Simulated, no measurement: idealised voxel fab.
process module | voxel self aligned vias
cross-section cut | 270 nm wide | cells 5 nm
A cross-section is a grid of square cells, given in bands from the top down. A band is one or more rows of cells.
Each band's line starts with the height of the band's top and of its bottom, in nm. Then come its materials from left to right, each with its width in nm. One material with "throughout" fills the band from edge to edge. "air" is empty space.
Height 0 is the level under which the wafer as received is all one material. The lowest band goes on downwards, as in "0 down".
A width such as "30 to 40" changes by the same amount from each row of cells to the next, from the band's top row to its bottom row.
"no change" after a step means that no cell of the cross-section changed.
closed voids: empty space of 8 cells or more with no open way to the top, each as width x height at its distance from the left edge, in nm
after a step's settings: what the simulator itself notes on the step
overlay nm, on a step with a mask: how far to the right of its planned place the mask lay; to the left if negative
plan
1 op RECEIVE | material Si
2 op CONFORMAL_DEP | material SiO2 | thk nm 15
3 op CONFORMAL_DEP | material SiCN | thk nm 5
4 op DIRECTIONAL_DEP | material lowk | thk nm 30
5 op DIRECTIONAL_DEP | material aC | thk nm 10
6 op PATTERN | tone open | mask id LINES | material resist | width nm 20 | pitch nm 50 | thk nm 30 | overlay nm 0
7 op DIRECTIONAL_ETCH | etch materials aC | depth nm 10
8 op STRIP | etch materials resist
9 op DIRECTIONAL_ETCH | etch materials lowk | depth nm 30
10 op STRIP | etch materials aC
11 op CONFORMAL_DEP | material TiN | thk nm 5
12 op FILL_DEP | material Ru | thk nm 10
13 op CMP | height nm 50
14 op SELECTIVE_ETCH | etch materials W Ru TiN | depth nm 10
15 op FILL_DEP | material SiN | thk nm 5
16 op CMP | height nm 50
17 op DIRECTIONAL_DEP | material lowk | thk nm 20
18 op DIRECTIONAL_DEP | material aC | thk nm 15
19 op PATTERN | tone open | mask id VIAS | material resist | width nm 30 | pitch nm 50 | thk nm 35 | overlay nm 0
20 op DIRECTIONAL_ETCH | etch materials aC | depth nm 15
21 op STRIP | etch materials resist
22 op DIRECTIONAL_ETCH | etch materials lowk | depth nm 20
23 op DIRECTIONAL_ETCH | etch materials SiN | depth nm 10
24 op STRIP | etch materials aC
25 op CONFORMAL_DEP | material TiN | thk nm 5
26 op FILL_DEP | material W | thk nm 10
27 op CMP | height nm 70
28 op CONFORMAL_DEP | material SiN | thk nm 5
as received, after step 1
  0 down: Si throughout
  closed voids: none
first wafer at the end, as planned
  75 to 70: SiN throughout
  70 to 55: lowk 95 | TiN 5 | W 20 | TiN 5 | lowk 20 | TiN 5 | W 20 | TiN 5 | lowk 95
  55 to 45: lowk 95 to 100 | TiN 10 to 5 | W 10 | TiN 10 to 5 | lowk 20 to 30 | TiN 10 to 5 | W 10 | TiN 10 to 5 | lowk 95 to 100
  45 to 40: lowk 100 | TiN 20 | lowk 30 | TiN 20 | lowk 100
  40 to 25: lowk 100 | TiN 5 | Ru 10 | TiN 5 | lowk 30 | TiN 5 | Ru 10 | TiN 5 | lowk 100
  25 to 20: lowk 100 | TiN 20 | lowk 30 | TiN 20 | lowk 100
  20 to 15: SiCN throughout
  15 to 0: SiO2 throughout
  0 down: Si throughout
  closed voids: none
second wafer at the end: like start, like plan, one mistake
  75 to 70: SiN throughout
  70 to 55: lowk 95 | TiN 5 | W 20 | TiN 5 | lowk 20 | TiN 5 | W 20 | TiN 5 | lowk 95
  55 to 50: lowk 95 | TiN 30 | lowk 20 | TiN 30 | lowk 95
  50 to 40: SiN 95 | TiN 5 | lowk 20 | TiN 5 | SiN 20 | TiN 5 | lowk 20 | TiN 5 | SiN 95
  40 to 25: Ru 95 | TiN 5 | lowk 20 | TiN 5 | Ru 20 | TiN 5 | lowk 20 | TiN 5 | Ru 95
  25 to 20: TiN 100 | lowk 20 | TiN 30 | lowk 20 | TiN 100
  20 to 15: SiCN throughout
  15 to 0: SiO2 throughout
  0 down: Si throughout
  closed voids: none
what went wrong: step 6 ran as: op PATTERN | tone cover | mask id LINES | material resist | width nm 20 | pitch nm 50 | thk nm 30 | overlay nm 0
at the end the second wafer has, in cells: 114 more of Ru | 84 more of SiN | 38 more of TiN | 8 fewer of W | 228 fewer of lowk
